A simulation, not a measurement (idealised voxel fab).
This section sets out a process module, namely voxel self aligned vias.
This is section cut - it's 245 nm across, gridded in 5 nm square cells.
Reading order for cross-sections: top band down to bottom band. Underlying form: a grid of square cells. Band size: one or more rows of cells. A band entry consists of two parts. The first gives the height of the band's top and the height of its bottom, in nm. The rest lists the band's materials from left to right, each with its width in nm. A single material labelled with the word "edge to edge" fills the band from edge to edge, and the word "blank" marks empty space. Note: height 0 marks the level under which the wafer is uniformly one material as received. Lowest band unbounded below, written "0 and below". The two numbers in a width such as "30..40" mark its ends across the band: the first belongs to the top row of cells, the second to the bottom row, and from each row to the next the width moves by the same amount. Given "changes: none" for a step, no cell of the cross-section differs between before and after that step. So "Non-vented voids" is basically the list of trapped voids: any empty space of 8 cells or more that can't reach the top through an opening. They're written width x height at distance, the distance being from the left edge, and it's all nm. after a step's settings: what the simulator itself notes on the step. A step line may carry the setting "overlay nm", which, for steps involving a mask, states the distance by which the mask lay to the right of its intended position; negative values denote displacement to the left.

## Planned process steps
- 1: RECEIVE: material Si
- 2: CONFORMAL_DEP: material SiO2, thk nm 10
- 3: CONFORMAL_DEP: material SiCN, thk nm 5
- 4: DIRECTIONAL_DEP: material lowk, thk nm 30
- 5: MASKED_ETCH: tone open, mask id LINES, width nm 25, pitch nm 50, etch materials lowk, depth nm 30, overlay nm 0
- 6: CONFORMAL_DEP: material TiN, thk nm 5
- 7: FILL_DEP: material Ru, thk nm 5
- 8: CMP: height nm 45
- 9: SELECTIVE_ETCH: etch materials W Ru TiN, depth nm 5
- 10: FILL_DEP: material SiN, thk nm 10
- 11: CMP: height nm 45
- 12: DIRECTIONAL_DEP: material lowk, thk nm 20
- 13: DIRECTIONAL_DEP: material aC, thk nm 10
- 14: PATTERN: tone open, mask id VIAS, material resist, width nm 35, pitch nm 50, thk nm 25, overlay nm 0
- 15: DIRECTIONAL_ETCH: etch materials aC, depth nm 10
- 16: STRIP: etch materials resist
- 17: DIRECTIONAL_ETCH: etch materials lowk, depth nm 20
- 18: DIRECTIONAL_ETCH: etch materials SiN, depth nm 5
- 19: STRIP: etch materials aC
- 20: CONFORMAL_DEP: material TiN, thk nm 5
- 21: FILL_DEP: material Ru, thk nm 10
- 22: CMP: height nm 65
- 23: CONFORMAL_DEP: material SiCN, thk nm 5

## Cross-sectional view of the wafer in its as-received condition, corresponding to the state after step 1
> 0 and below: Si edge to edge
> Non-vented voids: none

## The plan above was carried out on the starting structure above with one mistake, and this cross-section shows the wafer at the end of the module
> 80 down to 65: SiCN edge to edge
> 65 down to 50: 80 of lowk  5 of TiN  25 of Ru  5 of TiN  15 of lowk  5 of TiN  25 of Ru  5 of TiN  80 of lowk
> 50 down to 45: 80 of lowk  10 of TiN  15 of Ru  10 of TiN  15 of lowk  10 of TiN  15 of Ru  10 of TiN  80 of lowk
> 45 down to 40: 85 of lowk  25 of TiN  25 of lowk  25 of TiN  85 of lowk
> 40 down to 20: 85 of lowk  5 of TiN  15 of Ru  5 of TiN  25 of lowk  5 of TiN  15 of Ru  5 of TiN  85 of lowk
> 20 down to 15: 85 of lowk  25 of TiN  25 of lowk  25 of TiN  85 of lowk
> 15 down to 10: SiCN edge to edge
> 10 down to 0: SiO2 edge to edge
> 0 and below: Si edge to edge
> Non-vented voids: none
The mistake made against the process plan was this: step 23 was run on a setting that differed from the plan, and what really ran there is CONFORMAL_DEP: material SiCN, thk nm 15
